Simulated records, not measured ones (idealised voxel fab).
Title: Process Module voxel capacitor over wiring
Section cut is 170 nm wide and gridded with 5 nm square cells.
This document writes a cross-section as a grid whose cells are square, and gives it as bands, listed from the top down; one or more rows of cells form a band. Within each band entry, the heights of the top and of the bottom of the band appear first, in that order and in nm; the materials of the band then follow from left to right, each with its corresponding width in nm. The designation "everywhere" on a single material indicates that it fills the band from edge to edge; the designation "empty" indicates empty space. Heads up on the height convention: 0 is the point under which the incoming wafer is all one material, and the lowest band has no bottom, it just keeps going down, like "from 0 down". A width such as "30->40" changes by the same amount from each row of cells to the next, from the band's top row to its bottom row. "remained unchanged" after a step means that no cell of the cross-section changed. Empty spaces without an open route to the top, at least 8 cells in extent, make up the entry "Closed void catalog"; each is given as width x height at distance, where the distance is measured from the left edge, and all are in nm. On a step's line, text after the settings is the simulator commenting on that step. The optional step-line setting "overlay nm" applies to steps with a mask and quantifies how far to the right of its planned location the mask lay, a negative value indicating leftward placement.

Process steps foreseen in the plan
1,RECEIVE (material Si)
2,CONFORMAL_DEP (material SiO2; thk nm 10)
3,CONFORMAL_DEP (material SiN; thk nm 5)
4,DIRECTIONAL_DEP (material lowk; thk nm 20)
5,PATTERN (tone open; mask id METAL_1; material resist; width nm 15; pitch nm 90; thk nm 20; overlay nm 0)
6,DIRECTIONAL_ETCH (etch materials lowk; depth nm 20)
7,DIRECTIONAL_ETCH (etch materials SiN; depth nm 5)
8,STRIP (etch materials resist)
9,CONFORMAL_DEP (material TiN; thk nm 5)
10,FILL_DEP (material Ru; thk nm 5)
11,CMP (height nm 35)
12,CONFORMAL_DEP (material SiCN; thk nm 5)
13,DIRECTIONAL_DEP (material lowk; thk nm 20)
14,MASKED_ETCH (tone open; mask id PLUG_1; width nm 15; etch materials lowk; depth nm 20; overlay nm 0)
15,MASKED_ETCH (tone open; mask id PLUG_1; width nm 15; etch materials SiCN; depth nm 5; overlay nm 0)
16,CONFORMAL_DEP (material TiN; thk nm 5)
17,FILL_DEP (material Ru; thk nm 5)
18,CMP (height nm 60)
19,DIRECTIONAL_DEP (material TiN; thk nm 5)
20,DIRECTIONAL_DEP (material SiN; thk nm 5)
21,DIRECTIONAL_DEP (material TiN; thk nm 10)
22,MASKED_ETCH (tone cover; mask id UPPER_PLATE; width nm 70; etch materials TiN; depth nm 10; overlay nm 0)
23,MASKED_ETCH (tone cover; mask id UPPER_PLATE; width nm 70; etch materials SiN; depth nm 5; overlay nm 0)
24,MASKED_ETCH (tone cover; mask id LOWER_PLATE; width nm 80; etch materials TiN; depth nm 5; overlay nm 0)
25,FILL_DEP (material SiO2; thk nm 20)
26,CMP (height nm 95)
27,PATTERN (tone open; mask id PLUG_2; material resist; width nm 15; thk nm 15; overlay nm 0)
28,DIRECTIONAL_ETCH (etch materials SiO2; depth nm 15)
29,STRIP (etch materials resist)
30,CONFORMAL_DEP (material TiN; thk nm 5)
31,FILL_DEP (material Ru; thk nm 5)
32,CMP (height nm 95)
33,CONFORMAL_DEP (material SiCN; thk nm 5)
varied across the wafers: width nm of step 5. The plan shows the first wafer's value. All wafers start alike

So this is the first of several wafers, cross-sectioned as it came to us, meaning it's at the end of step 1
* from 0 down = Si everywhere
* Closed void catalog: none

Where each wafer stands at the end of the module, a row apiece: cells of each material gained (+) or lost (-) since it was received, then closed voids
width nm 15; +14 Ru; +65 SiCN; +42 SiN; +239 SiO2; +84 TiN; +236 lowk; Closed void catalog: none
width nm 20; +22 Ru; +65 SiCN; +40 SiN; +239 SiO2; +86 TiN; +228 lowk; Closed void catalog: none
width nm 25; +30 Ru; +65 SiCN; +38 SiN; +239 SiO2; +88 TiN; +220 lowk; Closed void catalog: none
width nm 30; +38 Ru; +65 SiCN; +36 SiN; +239 SiO2; +90 TiN; +212 lowk; Closed void catalog: none
width nm 35; +46 Ru; +65 SiCN; +34 SiN; +239 SiO2; +92 TiN; +204 lowk; Closed void catalog: none
width nm 40; +54 Ru; +65 SiCN; +32 SiN; +239 SiO2; +94 TiN; +196 lowk; Closed void catalog: none
